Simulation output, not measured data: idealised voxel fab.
Herein follows the process module entitled voxel wiring stack.
We display cut, a cross-section 270 nm in width whose square cells are each 5 nm.
The cross-sections in this document take the form of a grid made of square cells. They are written out as bands, in order from top to bottom. Each band consists of one or more rows of cells. Band entry format. Leading values: height of top, height of bottom, nm. Remainder: materials in left-to-right order, each with its width in nm. Special words: "full width" on a single material, which then fills the band edge to edge; "blank", empty space. Counting heights begins at 0, where everything beneath is, in the wafer as received, one material. The lowest band has no bottom; it goes on downwards, as "0 -> down" shows. Quick explanation for "30->40": the width changes in equal steps down the rows of cells, from the first number in the band's top row to the second number in its bottom row. Any step labelled "remained the same" changed none of the cells in the cross-section. So "Internal closed voids" is basically the list of trapped voids: any empty space of 8 cells or more that can't reach the top through an opening. They're written width x height at distance, the distance being from the left edge, and it's all nm. Note: text after step settings on the step line = simulator remark on that step. "overlay nm" denotes, for a step that has a mask, the displacement of the mask to the right of its planned place, with negative values corresponding to the left.
THE FOLLOWING LIST GIVES THE PLANNED PROCESS STEPS
1. RECEIVE: material Si
2. CONFORMAL_DEP: material SiO2, thk nm 15
3. CONFORMAL_DEP: material SiN, thk nm 5
4. DIRECTIONAL_DEP: material SiO2, thk nm 20
5. DIRECTIONAL_DEP: material aC, thk nm 10
6. PATTERN: tone open, mask id METAL_1, material resist, width nm 30, pitch nm 55, thk nm 30, overlay nm 0
7. DIRECTIONAL_ETCH: etch materials aC, depth nm 10
8. STRIP: etch materials resist
9. DIRECTIONAL_ETCH: etch materials SiO2, depth nm 20
10. DIRECTIONAL_ETCH: etch materials SiN, depth nm 5
11. STRIP: etch materials aC
12. CONFORMAL_DEP: material TiN, thk nm 5
13. FILL_DEP: material Cu, thk nm 10
14. CMP: height nm 40
15. CONFORMAL_DEP: material SiCN, thk nm 5
16. DIRECTIONAL_DEP: material lowk, thk nm 25
17. PATTERN: tone open, mask id METAL_2, material resist, width nm 30, pitch nm 55, thk nm 15, overlay nm 0
18. DIRECTIONAL_ETCH: etch materials lowk, depth nm 15
19. STRIP: etch materials resist
20. PATTERN: tone open, mask id METAL_2_HOLES, material resist, width nm 15, pitch nm 110, thk nm 15, overlay nm 0
21. DIRECTIONAL_ETCH: etch materials lowk, depth nm 10
22. DIRECTIONAL_ETCH: etch materials SiCN, depth nm 5
23. STRIP: etch materials resist
24. CONFORMAL_DEP: material TiN, thk nm 5
25. FILL_DEP: material Ru, thk nm 10
26. CMP: height nm 70
27. CONFORMAL_DEP: material SiN, thk nm 5
AS-RECEIVED STATE OF THE WAFER IN CROSS-SECTION, EQUIVALENT TO POST-STEP 1
  0 -> down: Si full width
  Internal closed voids: none
THE FIRST OF THE TWO WAFERS AS SEEN IN CROSS-SECTION ONCE THE MODULE WAS FINISHED; PROCESSING FOLLOWED THE PLAN
  75 -> 70: SiN full width
  70 -> 60: 65 nm lowk, then 5 nm TiN, then 20 nm Ru, then 5 nm TiN, then 25 nm lowk, then 5 nm TiN, then 20 nm Ru, then 5 nm TiN, then 25 nm lowk, then 5 nm TiN, then 20 nm Ru, then 5 nm TiN, then 65 nm lowk
  60 -> 55: 65 nm lowk, then 5 nm TiN, then 5 nm Ru, then 20 nm TiN, then 25 nm lowk, then 30 nm TiN, then 25 nm lowk, then 5 nm TiN, then 5 nm Ru, then 20 nm TiN, then 65 nm lowk
  55 -> 45: 65 nm lowk, then 5 nm TiN, then 5 nm Ru, then 5 nm TiN, then 95 nm lowk, then 5 nm TiN, then 5 nm Ru, then 5 nm TiN, then 80 nm lowk
  45 -> 40: 65 nm SiCN, then 15 nm TiN, then 95 nm SiCN, then 15 nm TiN, then 80 nm SiCN
  40 -> 20: 65 nm SiO2, then 5 nm TiN, then 20 nm Cu, then 5 nm TiN, then 25 nm SiO2, then 5 nm TiN, then 20 nm Cu, then 5 nm TiN, then 25 nm SiO2, then 5 nm TiN, then 20 nm Cu, then 5 nm TiN, then 65 nm SiO2
  20 -> 15: 65 nm SiN, then 30 nm TiN, then 25 nm SiN, then 30 nm TiN, then 25 nm SiN, then 30 nm TiN, then 65 nm SiN
  15 -> 0: SiO2 full width
  0 -> down: Si full width
  Internal closed voids: none
CROSS-SECTION, WAFER TWO OF TWO, END OF MODULE: SAME START AND PLAN AS WAFER ONE, ONE ERROR IN EXECUTION
  90 -> 85: SiN full width
  85 -> 75: Ru full width
  75 -> 70: 70 nm TiN, then 20 nm Ru, then 35 nm TiN, then 20 nm Ru, then 35 nm TiN, then 20 nm Ru, then 70 nm TiN
  70 -> 60: 65 nm lowk, then 5 nm TiN, then 20 nm Ru, then 5 nm TiN, then 25 nm lowk, then 5 nm TiN, then 20 nm Ru, then 5 nm TiN, then 25 nm lowk, then 5 nm TiN, then 20 nm Ru, then 5 nm TiN, then 65 nm lowk
  60 -> 55: 65 nm lowk, then 5 nm TiN, then 5 nm Ru, then 20 nm TiN, then 25 nm lowk, then 30 nm TiN, then 25 nm lowk, then 5 nm TiN, then 5 nm Ru, then 20 nm TiN, then 65 nm lowk
  55 -> 45: 65 nm lowk, then 5 nm TiN, then 5 nm Ru, then 5 nm TiN, then 95 nm lowk, then 5 nm TiN, then 5 nm Ru, then 5 nm TiN, then 80 nm lowk
  45 -> 40: 65 nm SiCN, then 15 nm TiN, then 95 nm SiCN, then 15 nm TiN, then 80 nm SiCN
  40 -> 20: 65 nm SiO2, then 5 nm TiN, then 20 nm Cu, then 5 nm TiN, then 25 nm SiO2, then 5 nm TiN, then 20 nm Cu, then 5 nm TiN, then 25 nm SiO2, then 5 nm TiN, then 20 nm Cu, then 5 nm TiN, then 65 nm SiO2
  20 -> 15: 65 nm SiN, then 30 nm TiN, then 25 nm SiN, then 30 nm TiN, then 25 nm SiN, then 30 nm TiN, then 65 nm SiN
  15 -> 0: SiO2 full width
  0 -> down: Si full width
  Internal closed voids: none
What was done differently from what was planned? plan step 26 never ran because it was skipped
Per the end-of-run cell counts, the second wafer holds more or fewer of some materials than the first: Ru +120 | TiN +42
